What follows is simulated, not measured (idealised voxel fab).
Name of the process module below: voxel spacer lines
Shown is cross-section cut, with a width of 210 nm and square cells of size 5 nm.
For the purposes of this document, a cross-section shall be understood as a grid of square cells, specified as bands listed in top-to-bottom order, each band consisting of one or more rows of cells. First you get the band's top height and its bottom height, in nm, and then the materials it's made of, left to right, with each width in nm. If you see a single material with "full width", that one covers the band edge to edge. "empty" is empty space. The level at which height equals 0 is the one under which the wafer, as it arrives, is entirely one material. No lower edge exists for the bottom band, which continues downward and is notated as in "0..down". It should be noted that a width expressed as "30 to 40" varies in equal increments from row to row of cells within the band, taking the value of the first number at the top row and that of the second number at the bottom row. Step note "no change occurred" = no cross-section cell changed. Listed in "Listed closed voids": every empty space of 8 or more cells without an open way to the top. Form: width x height at distance, the distance being from the left edge, all in nm. Past the settings on a step's line: simulator remark, on that step. "overlay nm", when on a step's line for a step with a mask, measures how far to the right of its planned place the mask lay; a negative measure means to the left.
List of planned process steps
1: RECEIVE,material Si
2: CONFORMAL_DEP,material Al2O3,thk nm 10
3: DIRECTIONAL_DEP,material W,thk nm 15
4: DIRECTIONAL_DEP,material aC,thk nm 30
5: PATTERN,tone cover,mask id MANDREL,material resist,width nm 20,pitch nm 70,thk nm 35,overlay nm 0
6: DIRECTIONAL_ETCH,etch materials aC,depth nm 30
7: STRIP,etch materials resist
8: CONFORMAL_DEP,material SiO2,thk nm 15
9: DIRECTIONAL_ETCH,etch materials SiO2,depth nm 15
10: STRIP,etch materials aC
11: DIRECTIONAL_ETCH,etch materials W,depth nm 15
12: STRIP,etch materials SiO2
13: FILL_DEP,material lowk,thk nm 10
14: CMP,height nm 25
First wafer, two in total, run as planned
As-received state of the wafer in cross-section, equivalent to post-step 1
0..down | Si full width
Listed closed voids: none
Take a look at the wafer's cross-section after step 2
10..0 | Al2O3 full width
Below a height of 0, the structure has not been altered.
Take a look at the wafer's cross-section after step 3
25..10 | W full width
Below a height of 10, the structure has not been altered.
Take a look at the wafer's cross-section after step 4
55..25 | aC full width
Below a height of 25, the structure has not been altered.
Take a look at the wafer's cross-section after step 5
90..55 | empty=60; resist=20; empty=50; resist=20; empty=60
Below a height of 55, the structure has not been altered.
Take a look at the wafer's cross-section after step 6
60..55 | empty=60; resist=20; empty=50; resist=20; empty=60
55..25 | empty=60; aC=20; empty=50; aC=20; empty=60
Below a height of 25, the structure has not been altered.
Take a look at the wafer's cross-section after step 7
55..25 | empty=60; aC=20; empty=50; aC=20; empty=60
Below a height of 25, the structure has not been altered.
Take a look at the wafer's cross-section after step 8
70..55 | empty=45; SiO2=50; empty=20; SiO2=50; empty=45
55..40 | empty=45; SiO2=15; aC=20; SiO2=15; empty=20; SiO2=15; aC=20; SiO2=15; empty=45
40..25 | SiO2=60; aC=20; SiO2=50; aC=20; SiO2=60
Below a height of 25, the structure has not been altered.
Take a look at the wafer's cross-section after step 9
55..25 | empty=45; SiO2=15; aC=20; SiO2=15; empty=20; SiO2=15; aC=20; SiO2=15; empty=45
Below a height of 25, the structure has not been altered.
Take a look at the wafer's cross-section after step 10
55..25 | empty=45; SiO2=15; empty=20; SiO2=15; empty=20; SiO2=15; empty=20; SiO2=15; empty=45
Below a height of 25, the structure has not been altered.
Take a look at the wafer's cross-section after step 11
55..25 | empty=45; SiO2=15; empty=20; SiO2=15; empty=20; SiO2=15; empty=20; SiO2=15; empty=45
25..10 | empty=45; W=15; empty=20; W=15; empty=20; W=15; empty=20; W=15; empty=45
Below a height of 10, the structure has not been altered.
Take a look at the wafer's cross-section after step 12
25..10 | empty=45; W=15; empty=20; W=15; empty=20; W=15; empty=20; W=15; empty=45
Below a height of 10, the structure has not been altered.
Take a look at the wafer's cross-section after step 13
35..25 | lowk full width
25..10 | lowk=45; W=15; lowk=20; W=15; lowk=20; W=15; lowk=20; W=15; lowk=45
Below a height of 10, the structure has not been altered.
Take a look at the wafer's cross-section after step 14
25..10 | lowk=45; W=15; lowk=20; W=15; lowk=20; W=15; lowk=20; W=15; lowk=45
Below a height of 10, the structure has not been altered.
The second wafer began exactly as the first did and followed the same plan, but one mistake was made while running it; through step 13 inclusive, the two wafers are identical
Cross-section of the second wafer at the time step 14 of the plan should have ended
15..10 | lowk=45; W=15; lowk=20; W=15; lowk=20; W=15; lowk=20; W=15; lowk=45
Below a height of 10, the structure has not been altered.
Error vs. plan: contrary to plan, step 14 was performed as CMP,height nm 15
Counted in cells at the end, the second wafer holds more or fewer of these materials than the first: -24 W; -60 lowk
